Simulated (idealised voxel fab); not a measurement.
process module | voxel capacitor over wiring
cross-section cut | 270 nm wide | cells 5 nm
A cross-section is a grid of square cells, given in bands from the top down. A band is one or more rows of cells.
Each band's line starts with the height of the band's top and of its bottom, in nm. Then come its materials from left to right, each with its width in nm. One material with "throughout" fills the band from edge to edge. "air" is empty space.
Height 0 is the level under which the wafer as received is all one material. The lowest band goes on downwards, as in "0 down".
A width such as "30 to 40" changes by the same amount from each row of cells to the next, from the band's top row to its bottom row.
"no change" after a step means that no cell of the cross-section changed.
closed voids: empty space of 8 cells or more with no open way to the top, each as width x height at its distance from the left edge, in nm
after a step's settings: what the simulator itself notes on the step
overlay nm, on a step with a mask: how far to the right of its planned place the mask lay; to the left if negative
plan
1 op RECEIVE | material Si
2 op CONFORMAL_DEP | material SiO2 | thk nm 15
3 op CONFORMAL_DEP | material SiN | thk nm 5
4 op DIRECTIONAL_DEP | material SiO2 | thk nm 20
5 op DIRECTIONAL_DEP | material aC | thk nm 15
6 op PATTERN | tone open | mask id METAL_1 | material resist | width nm 30 | pitch nm 80 | thk nm 35 | overlay nm 0
7 op DIRECTIONAL_ETCH | etch materials aC | depth nm 15
8 op STRIP | etch materials resist
9 op DIRECTIONAL_ETCH | etch materials SiO2 | depth nm 20
10 op DIRECTIONAL_ETCH | etch materials SiN | depth nm 5
11 op STRIP | etch materials aC
12 op CONFORMAL_DEP | material TiN | thk nm 5
13 op FILL_DEP | material Cu | thk nm 5
14 op CMP | height nm 40
15 op CONFORMAL_DEP | material SiCN | thk nm 5
16 op DIRECTIONAL_DEP | material lowk | thk nm 20
17 op MASKED_ETCH | tone open | mask id PLUG_1 | width nm 15 | etch materials lowk | depth nm 20 | overlay nm 0
18 op MASKED_ETCH | tone open | mask id PLUG_1 | width nm 15 | etch materials SiCN | depth nm 5 | overlay nm 0
19 op CONFORMAL_DEP | material TiN | thk nm 5
20 op FILL_DEP | material Cu | thk nm 5
21 op CMP | height nm 65
22 op DIRECTIONAL_DEP | material TiN | thk nm 10
23 op DIRECTIONAL_DEP | material HfO2 | thk nm 5
24 op DIRECTIONAL_DEP | material TiN | thk nm 5
25 op PATTERN | tone cover | mask id UPPER_PLATE | material resist | width nm 55 | thk nm 15 | overlay nm 0
26 op DIRECTIONAL_ETCH | etch materials TiN | depth nm 5
27 op DIRECTIONAL_ETCH | etch materials HfO2 | depth nm 5
28 op STRIP | etch materials resist
29 op DIRECTIONAL_DEP | material aC | thk nm 10
30 op PATTERN | tone cover | mask id LOWER_PLATE | material resist | width nm 65 | thk nm 25 | overlay nm 0
31 op DIRECTIONAL_ETCH | etch materials aC | depth nm 10
32 op STRIP | etch materials resist
33 op DIRECTIONAL_ETCH | etch materials TiN | depth nm 10
34 op STRIP | etch materials aC
35 op FILL_DEP | material SiO2 | thk nm 15
36 op CMP | height nm 95
37 op DIRECTIONAL_DEP | material aC | thk nm 10
38 op PATTERN | tone open | mask id PLUG_2 | material resist | width nm 15 | thk nm 30 | overlay nm 0
39 op DIRECTIONAL_ETCH | etch materials aC | depth nm 10
40 op STRIP | etch materials resist
41 op DIRECTIONAL_ETCH | etch materials SiO2 | depth nm 10
42 op STRIP | etch materials aC
43 op CONFORMAL_DEP | material TiN | thk nm 5
44 op FILL_DEP | material Ru | thk nm 5
45 op CMP | height nm 95
46 op CONFORMAL_DEP | material SiN | thk nm 5
first wafer, as planned
as received, after step 1
  0 down: Si throughout
  closed voids: none
after step 2
  15 to 0: SiO2 throughout
  below 0: unchanged
after step 3
  20 to 15: SiN throughout
  below 15: unchanged
after step 4
  40 to 20: SiO2 throughout
  below 20: unchanged
after step 5
  55 to 40: aC throughout
  below 40: unchanged
after step 6
  90 to 55: resist 80 | air 30 | resist 50 | air 30 | resist 80
  below 55: unchanged
after step 7
  75 to 55: resist 80 | air 30 | resist 50 | air 30 | resist 80
  55 to 40: aC 80 | air 30 | aC 50 | air 30 | aC 80
  below 40: unchanged
after step 8
  55 to 40: aC 80 | air 30 | aC 50 | air 30 | aC 80
  below 40: unchanged
after step 9
  55 to 40: aC 80 | air 30 | aC 50 | air 30 | aC 80
  40 to 20: SiO2 80 | air 30 | SiO2 50 | air 30 | SiO2 80
  below 20: unchanged
after step 10
  55 to 40: aC 80 | air 30 | aC 50 | air 30 | aC 80
  40 to 20: SiO2 80 | air 30 | SiO2 50 | air 30 | SiO2 80
  20 to 15: SiN 80 | air 30 | SiN 50 | air 30 | SiN 80
  below 15: unchanged
after step 11
  40 to 20: SiO2 80 | air 30 | SiO2 50 | air 30 | SiO2 80
  below 20: unchanged
after step 12
  45 to 40: TiN 85 | air 20 | TiN 60 | air 20 | TiN 85
  40 to 20: SiO2 80 | TiN 5 | air 20 | TiN 5 | SiO2 50 | TiN 5 | air 20 | TiN 5 | SiO2 80
  20 to 15: SiN 80 | TiN 30 | SiN 50 | TiN 30 | SiN 80
  below 15: unchanged
after step 13
  50 to 45: Cu throughout
  45 to 40: TiN 85 | Cu 20 | TiN 60 | Cu 20 | TiN 85
  40 to 20: SiO2 80 | TiN 5 | Cu 20 | TiN 5 | SiO2 50 | TiN 5 | Cu 20 | TiN 5 | SiO2 80
  below 20: unchanged
after step 14
  40 to 20: SiO2 80 | TiN 5 | Cu 20 | TiN 5 | SiO2 50 | TiN 5 | Cu 20 | TiN 5 | SiO2 80
  below 20: unchanged
after step 15
  45 to 40: SiCN throughout
  below 40: unchanged
after step 16
  65 to 45: lowk throughout
  below 45: unchanged
after step 17
  65 to 45: lowk 95 | air 15 | lowk 160
  below 45: unchanged
after step 18
  65 to 45: lowk 95 | air 15 | lowk 160
  45 to 40: SiCN 95 | air 15 | SiCN 160
  below 40: unchanged
after step 19
  70 to 65: TiN 100 | air 5 | TiN 165
  65 to 45: lowk 95 | TiN 5 | air 5 | TiN 5 | lowk 160
  45 to 40: SiCN 95 | TiN 15 | SiCN 160
  below 40: unchanged
after step 20
  75 to 70: Cu throughout
  70 to 65: TiN 100 | Cu 5 | TiN 165
  65 to 45: lowk 95 | TiN 5 | Cu 5 | TiN 5 | lowk 160
  below 45: unchanged
after step 21
  65 to 45: lowk 95 | TiN 5 | Cu 5 | TiN 5 | lowk 160
  below 45: unchanged
after step 22
  75 to 65: TiN throughout
  below 65: unchanged
after step 23
  80 to 75: HfO2 throughout
  below 75: unchanged
after step 24
  85 to 80: TiN throughout
  below 80: unchanged
after step 25
  100 to 85: air 95 | resist 55 | air 120
  below 85: unchanged
after step 26
  100 to 85: air 95 | resist 55 | air 120
  85 to 80: air 95 | TiN 55 | air 120
  below 80: unchanged
after step 27
  100 to 85: air 95 | resist 55 | air 120
  85 to 80: air 95 | TiN 55 | air 120
  80 to 75: air 95 | HfO2 55 | air 120
  below 75: unchanged
after step 28
  85 to 80: air 95 | TiN 55 | air 120
  below 80: unchanged
after step 29
  95 to 85: air 95 | aC 55 | air 120
  85 to 80: aC 95 | TiN 55 | aC 120
  80 to 75: aC 95 | HfO2 55 | aC 120
  below 75: unchanged
after step 30
  120 to 95: air 90 | resist 65 | air 115
  95 to 85: air 90 | resist 5 | aC 55 | resist 5 | air 115
  below 85: unchanged
after step 31
  110 to 95: air 90 | resist 65 | air 115
  95 to 85: air 90 | resist 5 | aC 55 | resist 5 | air 115
  85 to 80: air 90 | aC 5 | TiN 55 | aC 5 | air 115
  80 to 75: air 90 | aC 5 | HfO2 55 | aC 5 | air 115
  below 75: unchanged
after step 32
  95 to 85: air 95 | aC 55 | air 120
  below 85: unchanged
after step 33
  95 to 85: air 95 | aC 55 | air 120
  85 to 80: air 90 | aC 5 | TiN 55 | aC 5 | air 115
  80 to 75: air 90 | aC 5 | HfO2 55 | aC 5 | air 115
  75 to 65: air 90 | TiN 65 | air 115
  below 65: unchanged
after step 34
  85 to 80: air 95 | TiN 55 | air 120
  80 to 75: air 95 | HfO2 55 | air 120
  below 75: unchanged
after step 35
  100 to 85: SiO2 throughout
  85 to 80: SiO2 95 | TiN 55 | SiO2 120
  80 to 75: SiO2 95 | HfO2 55 | SiO2 120
  75 to 65: SiO2 90 | TiN 65 | SiO2 115
  below 65: unchanged
after step 36
  95 to 85: SiO2 throughout
  below 85: unchanged
after step 37
  105 to 95: aC throughout
  below 95: unchanged
after step 38
  135 to 105: resist 105 | air 15 | resist 150
  below 105: unchanged
after step 39
  125 to 105: resist 105 | air 15 | resist 150
  105 to 95: aC 105 | air 15 | aC 150
  below 95: unchanged
after step 40
  105 to 95: aC 105 | air 15 | aC 150
  below 95: unchanged
after step 41
  105 to 95: aC 105 | air 15 | aC 150
  95 to 85: SiO2 105 | air 15 | SiO2 150
  below 85: unchanged
after step 42
  95 to 85: SiO2 105 | air 15 | SiO2 150
  below 85: unchanged
after step 43
  100 to 95: TiN 110 | air 5 | TiN 155
  95 to 90: SiO2 105 | TiN 5 | air 5 | TiN 5 | SiO2 150
  90 to 80: SiO2 105 to 95 | TiN 15 to 55 | SiO2 150 to 120
  below 80: unchanged
after step 44
  105 to 100: Ru throughout
  100 to 95: TiN 110 | Ru 5 | TiN 155
  95 to 90: SiO2 105 | TiN 5 | Ru 5 | TiN 5 | SiO2 150
  below 90: unchanged
after step 45
  95 to 90: SiO2 105 | TiN 5 | Ru 5 | TiN 5 | SiO2 150
  below 90: unchanged
after step 46
  100 to 95: SiN throughout
  below 95: unchanged
second wafer: like start, like plan, one mistake. Through step 1 it matches the first wafer
when step 2 should have ended
  30 to 0: SiO2 throughout
  below 0: unchanged
when step 3 should have ended
  35 to 30: SiN throughout
  below 30: unchanged
when step 4 should have ended
  55 to 35: SiO2 throughout
  below 35: unchanged
when step 5 should have ended
  70 to 55: aC throughout
  below 55: unchanged
when step 6 should have ended
  105 to 70: resist 80 | air 30 | resist 50 | air 30 | resist 80
  below 70: unchanged
when step 7 should have ended
  90 to 70: resist 80 | air 30 | resist 50 | air 30 | resist 80
  70 to 55: aC 80 | air 30 | aC 50 | air 30 | aC 80
  below 55: unchanged
when step 8 should have ended
  70 to 55: aC 80 | air 30 | aC 50 | air 30 | aC 80
  below 55: unchanged
when step 9 should have ended
  70 to 55: aC 80 | air 30 | aC 50 | air 30 | aC 80
  55 to 35: SiO2 80 | air 30 | SiO2 50 | air 30 | SiO2 80
  below 35: unchanged
when step 10 should have ended
  70 to 55: aC 80 | air 30 | aC 50 | air 30 | aC 80
  55 to 35: SiO2 80 | air 30 | SiO2 50 | air 30 | SiO2 80
  35 to 30: SiN 80 | air 30 | SiN 50 | air 30 | SiN 80
  below 30: unchanged
when step 11 should have ended
  55 to 35: SiO2 80 | air 30 | SiO2 50 | air 30 | SiO2 80
  below 35: unchanged
when step 12 should have ended
  60 to 55: TiN 85 | air 20 | TiN 60 | air 20 | TiN 85
  55 to 35: SiO2 80 | TiN 5 | air 20 | TiN 5 | SiO2 50 | TiN 5 | air 20 | TiN 5 | SiO2 80
  35 to 30: SiN 80 | TiN 30 | SiN 50 | TiN 30 | SiN 80
  below 30: unchanged
when step 13 should have ended
  65 to 60: Cu throughout
  60 to 55: TiN 85 | Cu 20 | TiN 60 | Cu 20 | TiN 85
  55 to 35: SiO2 80 | TiN 5 | Cu 20 | TiN 5 | SiO2 50 | TiN 5 | Cu 20 | TiN 5 | SiO2 80
  below 35: unchanged
when step 14 should have ended
  40 to 35: SiO2 80 | TiN 5 | Cu 20 | TiN 5 | SiO2 50 | TiN 5 | Cu 20 | TiN 5 | SiO2 80
  below 35: unchanged
when step 15 should have ended
  45 to 40: SiCN throughout
  below 40: unchanged
when step 16 should have ended
  65 to 45: lowk throughout
  below 45: unchanged
when step 17 should have ended
  65 to 45: lowk 95 | air 15 | lowk 160
  below 45: unchanged
when step 18 should have ended
  65 to 45: lowk 95 | air 15 | lowk 160
  45 to 40: SiCN 95 | air 15 | SiCN 160
  below 40: unchanged
when step 19 should have ended
  70 to 65: TiN 100 | air 5 | TiN 165
  65 to 45: lowk 95 | TiN 5 | air 5 | TiN 5 | lowk 160
  45 to 40: SiCN 95 | TiN 15 | SiCN 160
  below 40: unchanged
when step 20 should have ended
  75 to 70: Cu throughout
  70 to 65: TiN 100 | Cu 5 | TiN 165
  65 to 45: lowk 95 | TiN 5 | Cu 5 | TiN 5 | lowk 160
  below 45: unchanged
when step 21 should have ended
  65 to 45: lowk 95 | TiN 5 | Cu 5 | TiN 5 | lowk 160
  below 45: unchanged
when step 22 should have ended
  75 to 65: TiN throughout
  below 65: unchanged
when step 23 should have ended
  80 to 75: HfO2 throughout
  below 75: unchanged
when step 24 should have ended
  85 to 80: TiN throughout
  below 80: unchanged
when step 25 should have ended
  100 to 85: air 95 | resist 55 | air 120
  below 85: unchanged
when step 26 should have ended
  100 to 85: air 95 | resist 55 | air 120
  85 to 80: air 95 | TiN 55 | air 120
  below 80: unchanged
when step 27 should have ended
  100 to 85: air 95 | resist 55 | air 120
  85 to 80: air 95 | TiN 55 | air 120
  80 to 75: air 95 | HfO2 55 | air 120
  below 75: unchanged
when step 28 should have ended
  85 to 80: air 95 | TiN 55 | air 120
  below 80: unchanged
when step 29 should have ended
  95 to 85: air 95 | aC 55 | air 120
  85 to 80: aC 95 | TiN 55 | aC 120
  80 to 75: aC 95 | HfO2 55 | aC 120
  below 75: unchanged
when step 30 should have ended
  120 to 95: air 90 | resist 65 | air 115
  95 to 85: air 90 | resist 5 | aC 55 | resist 5 | air 115
  below 85: unchanged
when step 31 should have ended
  110 to 95: air 90 | resist 65 | air 115
  95 to 85: air 90 | resist 5 | aC 55 | resist 5 | air 115
  85 to 80: air 90 | aC 5 | TiN 55 | aC 5 | air 115
  80 to 75: air 90 | aC 5 | HfO2 55 | aC 5 | air 115
  below 75: unchanged
when step 32 should have ended
  95 to 85: air 95 | aC 55 | air 120
  below 85: unchanged
when step 33 should have ended
  95 to 85: air 95 | aC 55 | air 120
  85 to 80: air 90 | aC 5 | TiN 55 | aC 5 | air 115
  80 to 75: air 90 | aC 5 | HfO2 55 | aC 5 | air 115
  75 to 65: air 90 | TiN 65 | air 115
  below 65: unchanged
when step 34 should have ended
  85 to 80: air 95 | TiN 55 | air 120
  80 to 75: air 95 | HfO2 55 | air 120
  below 75: unchanged
when step 35 should have ended
  100 to 85: SiO2 throughout
  85 to 80: SiO2 95 | TiN 55 | SiO2 120
  80 to 75: SiO2 95 | HfO2 55 | SiO2 120
  75 to 65: SiO2 90 | TiN 65 | SiO2 115
  below 65: unchanged
when step 36 should have ended
  95 to 85: SiO2 throughout
  below 85: unchanged
when step 37 should have ended
  105 to 95: aC throughout
  below 95: unchanged
when step 38 should have ended
  135 to 105: resist 105 | air 15 | resist 150
  below 105: unchanged
when step 39 should have ended
  125 to 105: resist 105 | air 15 | resist 150
  105 to 95: aC 105 | air 15 | aC 150
  below 95: unchanged
when step 40 should have ended
  105 to 95: aC 105 | air 15 | aC 150
  below 95: unchanged
when step 41 should have ended
  105 to 95: aC 105 | air 15 | aC 150
  95 to 85: SiO2 105 | air 15 | SiO2 150
  below 85: unchanged
when step 42 should have ended
  95 to 85: SiO2 105 | air 15 | SiO2 150
  below 85: unchanged
when step 43 should have ended
  100 to 95: TiN 110 | air 5 | TiN 155
  95 to 90: SiO2 105 | TiN 5 | air 5 | TiN 5 | SiO2 150
  90 to 80: SiO2 105 to 95 | TiN 15 to 55 | SiO2 150 to 120
  below 80: unchanged
when step 44 should have ended
  105 to 100: Ru throughout
  100 to 95: TiN 110 | Ru 5 | TiN 155
  95 to 90: SiO2 105 | TiN 5 | Ru 5 | TiN 5 | SiO2 150
  below 90: unchanged
when step 45 should have ended
  95 to 90: SiO2 105 | TiN 5 | Ru 5 | TiN 5 | SiO2 150
  below 90: unchanged
when step 46 should have ended
  100 to 95: SiN throughout
  below 95: unchanged
what went wrong: step 2 was run twice
at the end the second wafer has, in cells: 24 fewer of Cu | 36 more of SiO2 | 12 fewer of TiN
